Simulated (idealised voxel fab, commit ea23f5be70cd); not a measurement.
Process module under the name voxel transistor to metal
Each square cell in cross-section cut measures 5 nm, and the section as a whole is 180 nm wide.
Bands, listed from the top down, are how a cross-section gets written in this document; the cross-section itself is a grid of square cells, and a band is one or more rows of them.
The entry gives the band's vertical extent as a top height and a bottom height in nm, then its horizontal make-up as materials from left to right, each with a width in nm. "empty" stands for empty space; a single material marked "all across" fills the band edge to edge.
Beneath 0, the wafer as received is one material, and that level is where height counting begins. The lowest band goes on downward without a bottom; it is written like "0 and below".
You'd read "30 to 40" like this: the band's top row of cells is as wide as the first number, its bottom row is as wide as the second, and going down, every row changes width by the same amount as the row before did.
"remained unchanged", as given for a step, is the statement that not any cell of the cross-section underwent a change during that step.
You'll see "Cavities, closed" listing empty spaces that have no way open to the top, as long as they're 8 cells or more; the notation is width x height at distance, where the distance is from the left edge, and all of it is in nm.
Where a step's line continues beyond its settings, the continuation is a remark by the simulator itself on that step.
A step line may carry the setting "overlay nm", which, for steps involving a mask, states the distance by which the mask lay to the right of its intended position; negative values denote displacement to the left.

The following list gives the planned process steps
1: RECEIVE, material Si
2: OXIDIZE, depth nm 5
3: CONFORMAL_DEP, material SiN, thk nm 15
4: DIRECTIONAL_DEP, material aC, thk nm 10
5: PATTERN, tone cover, mask id ACTIVE, material resist, width nm 110, thk nm 30, overlay nm 0
6: DIRECTIONAL_ETCH, etch materials aC, depth nm 10
7: STRIP, etch materials resist
8: DIRECTIONAL_ETCH, etch materials SiN, depth nm 15
9: DIRECTIONAL_ETCH, etch materials SiO2, depth nm 5
10: DIRECTIONAL_ETCH, etch materials Si, depth nm 30
11: STRIP, etch materials aC
12: FILL_DEP, material SiO2, thk nm 5
13: CMP, height nm 15
14: SELECTIVE_ETCH, etch materials SiO2, depth nm 10
15: STRIP, etch materials SiN
16: SELECTIVE_ETCH, etch materials SiO2, depth nm 5
17: OXIDIZE, depth nm 5
18: DIRECTIONAL_DEP, material polySi, thk nm 20
19: DIRECTIONAL_DEP, material SiCN, thk nm 15
20: PATTERN, tone cover, mask id GATE, material resist, width nm 30, thk nm 15, overlay nm 0
21: DIRECTIONAL_ETCH, etch materials SiCN, depth nm 25
22: DIRECTIONAL_ETCH, etch materials polySi, depth nm 30
23: STRIP, etch materials resist
24: CONFORMAL_DEP, material SiO2, thk nm 5
25: DIRECTIONAL_ETCH, etch materials SiO2, depth nm 5
26: CONFORMAL_DEP, material SiN, thk nm 5
27: DIRECTIONAL_ETCH, etch materials SiN, depth nm 5
28: DIRECTIONAL_ETCH, etch materials SiO2, depth nm 5
29: EPI, material nSi, thk nm 5
30: FILL_DEP, material SiO2, thk nm 10
31: CMP, height nm 15
32: STRIP, etch materials polySi
33: SELECTIVE_ETCH, etch materials SiO2, depth nm 5
34: CONFORMAL_DEP, material HfO2, thk nm 5
35: CONFORMAL_DEP, material TiN, thk nm 5
36: FILL_DEP, material W, thk nm 10
37: CMP, height nm 10
38: DIRECTIONAL_DEP, material SiO2, thk nm 10
39: PATTERN, tone open, mask id CONTACT, material resist, width nm 20, pitch nm 80, thk nm 15, overlay nm 0
40: DIRECTIONAL_ETCH, etch materials SiO2, depth nm 25
41: STRIP, etch materials resist
42: CONFORMAL_DEP, material TiN, thk nm 5
43: FILL_DEP, material W, thk nm 10
44: CMP, height nm 20
45: DIRECTIONAL_DEP, material TiN, thk nm 5
46: DIRECTIONAL_DEP, material W, thk nm 20
47: DIRECTIONAL_DEP, material aC, thk nm 10
48: PATTERN, tone cover, mask id METAL_1, material resist, width nm 20, pitch nm 80, thk nm 25, overlay nm 0
49: DIRECTIONAL_ETCH, etch materials aC, depth nm 10
50: STRIP, etch materials resist
51: DIRECTIONAL_ETCH, etch materials W, depth nm 20
52: DIRECTIONAL_ETCH, etch materials TiN, depth nm 5
53: STRIP, etch materials aC
54: FILL_DEP, material SiO2, thk nm 10
55: CMP, height nm 45
56: CONFORMAL_DEP, material SiCN, thk nm 5
57: DIRECTIONAL_DEP, material lowk, thk nm 35
58: MASKED_ETCH, tone open, mask id METAL_2, width nm 20, pitch nm 80, etch materials lowk, depth nm 20, overlay nm 0
59: PATTERN, tone open, mask id METAL_2_HOLES, material resist, width nm 15, pitch nm 80, thk nm 20, overlay nm 0
60: DIRECTIONAL_ETCH, etch materials lowk, depth nm 15
61: DIRECTIONAL_ETCH, etch materials SiCN, depth nm 5
62: STRIP, etch materials resist
63: CONFORMAL_DEP, material TiN, thk nm 5
64: FILL_DEP, material Cu, thk nm 5
65: CMP, height nm 85
66: CONFORMAL_DEP, material SiCN, thk nm 5

Cross-section of the incoming wafer, state after step 1
	0 and below: Si all across
	Cavities, closed: none

End-of-module cross-section of the first of two wafers, processed as planned
	90 down to 85: SiCN all across
	85 down to 70: lowk=40, TiN=5, Cu=10, TiN=5, lowk=60, TiN=5, Cu=10, TiN=5, lowk=40
	70 down to 65: lowk=40, TiN=5, Cu=5, TiN=10, lowk=60, TiN=5, Cu=5, TiN=10, lowk=40
	65 down to 50: lowk=40, TiN=5, Cu=5, TiN=5, lowk=65, TiN=5, Cu=5, TiN=5, lowk=45
	50 down to 45: SiCN=40, TiN=15, SiCN=65, TiN=15, SiCN=45
	45 down to 25: SiO2=40, W=20, SiO2=60, W=20, SiO2=40
	25 down to 20: SiO2=40, TiN=20, SiO2=60, TiN=20, SiO2=40
	20 down to 10: SiO2=40, TiN=5, W=10, TiN=5, SiO2=60, TiN=5, W=10, TiN=5, SiO2=40
	10 down to 0: SiO2=40, TiN=5, W=10, TiN=5, SiO2=5, SiN=5, HfO2=5, TiN=5, W=20, TiN=5, HfO2=5, SiN=5, SiO2=5, TiN=5, W=10, TiN=5, SiO2=40
	0 down to -5: SiO2=35, SiN=5, TiN=20, SiO2=5, SiN=5, HfO2=5, TiN=30, HfO2=5, SiN=5, SiO2=5, TiN=20, SiN=5, SiO2=35
	-5 down to -10: SiO2=40, nSi=25, SiO2=5, HfO2=40, SiO2=5, nSi=25, SiO2=40
	-10 down to -35: SiO2=35, Si=110, SiO2=35
	-35 and below: Si all across
	Cavities, closed: none

second wafer at the end: like start, like plan, one mistake
	90 down to 85: SiCN all across
	85 down to 70: lowk=40, TiN=5, Cu=10, TiN=5, lowk=60, TiN=5, Cu=10, TiN=5, lowk=40
	70 down to 65: lowk=40, TiN=5, Cu=5, TiN=10, lowk=60, TiN=5, Cu=5, TiN=10, lowk=40
	65 down to 50: lowk=40, TiN=5, Cu=5, TiN=5, lowk=65, TiN=5, Cu=5, TiN=5, lowk=45
	50 down to 45: SiCN=40, TiN=15, SiCN=65, TiN=15, SiCN=45
	45 down to 25: SiO2=40, W=20, SiO2=60, W=20, SiO2=40
	25 down to 20: SiO2=40, TiN=20, SiO2=60, TiN=20, SiO2=40
	20 down to 15: SiO2=40, TiN=5, W=10, TiN=5, SiO2=60, TiN=5, W=10, TiN=5, SiO2=40
	15 down to 10: SiO2=40, TiN=20, SiO2=60, TiN=20, SiO2=40
	10 down to 5: W=70, TiN=5, HfO2=5, SiN=5, SiO2=10, SiN=5, HfO2=5, TiN=5, W=70
	5 down to 0: TiN=35, W=35, TiN=5, HfO2=5, SiN=5, SiO2=10, SiN=5, HfO2=5, TiN=5, W=35, TiN=35
	0 down to -5: HfO2=30, TiN=45, HfO2=5, SiN=5, SiO2=10, SiN=5, HfO2=5, TiN=45, HfO2=30
	-5 down to -10: SiO2=25, HfO2=55, SiO2=5, nSi=10, SiO2=5, HfO2=55, SiO2=25
	-10 down to -35: SiO2=35, Si=110, SiO2=35
	-35 and below: Si all across
	Cavities, closed: none
Processing error: off-plan run, step 20, actual operation and settings PATTERN, tone open, mask id GATE, material resist, width nm 30, thk nm 15, overlay nm 0
at the end the second wafer has, in cells: HfO2 +26; SiN -2; SiO2 -52; TiN +14; W +22; nSi -8
